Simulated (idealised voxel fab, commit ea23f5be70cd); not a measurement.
The process module that follows is named voxel spacer lines.
cross-section cut | 140 nm wide | cells 5 nm
Notation: cross-section as square-cell grid; stated in bands, top first, going down; one or more cell rows per band.
Band: top and bottom heights (nm) first, top before bottom; then materials from left to right, widths in nm. "throughout" marks a sole material filling the band edge to edge. "air" denotes empty space.
Zero point of the height axis is 0; under it, received wafer = one material. Lowest band: continues down indefinitely, "0 and below".
You'd read "30..40" like this: the band's top row of cells is as wide as the first number, its bottom row is as wide as the second, and going down, every row changes width by the same amount as the row before did.
No cell of the cross-section changed in a step that is given as "no modification".
You'll see "Trapped cavities" listing empty spaces that have no way open to the top, as long as they're 8 cells or more; the notation is width x height at distance, where the distance is from the left edge, and all of it is in nm.
It should be noted that, on the line of a given step, the content following the step's settings is a remark produced by the simulator itself with respect to that step.
When a step includes a mask, the "overlay nm" setting on its line states how far to the right of its planned place that mask lay, and negative values state how far to the left.

**The following list gives the planned process steps**
| 1 | RECEIVE, material Si |
| 2 | CONFORMAL_DEP, material SiO2, thk nm 5 |
| 3 | DIRECTIONAL_DEP, material TiN, thk nm 20 |
| 4 | DIRECTIONAL_DEP, material aC, thk nm 20 |
| 5 | PATTERN, tone cover, mask id MANDREL, material resist, width nm 20, pitch nm 60, thk nm 30, overlay nm 0 |
| 6 | DIRECTIONAL_ETCH, etch materials aC, depth nm 20 |
| 7 | STRIP, etch materials resist |
| 8 | CONFORMAL_DEP, material SiN, thk nm 10 |
| 9 | DIRECTIONAL_ETCH, etch materials SiN, depth nm 10 |
| 10 | STRIP, etch materials aC |
| 11 | DIRECTIONAL_ETCH, etch materials TiN, depth nm 20 |
| 12 | STRIP, etch materials SiN |
| 13 | FILL_DEP, material SiO2, thk nm 5 |
| 14 | CMP, height nm 25 |

**Cross-sectional view of the wafer in its as-received condition, corresponding to the state after step 1**
* 0 and below = Si throughout
* Trapped cavities: none

**Here's the cross-section of the first of our two wafers at the end of the module - it ran as planned**
* 25 down to 5 = SiO2 (20), TiN (10), SiO2 (20), TiN (10), SiO2 (20), TiN (10), SiO2 (20), TiN (10), SiO2 (20)
* 5 down to 0 = SiO2 throughout
* 0 and below = Si throughout
* Trapped cavities: none

**Second of two wafers, module complete, sectioned: it shares the first wafer's start and plan but was run with one mistake**
* 25 down to 5 = aC throughout
* 5 down to 0 = SiO2 throughout
* 0 and below = Si throughout
* Trapped cavities: none
The plan and the run diverged here: contrary to the plan, steps 3 and 4 were processed in exchanged order
Heads up, by the end the second wafer has more or fewer cells of some materials compared to the first: -80 SiO2, -32 TiN, +112 aC
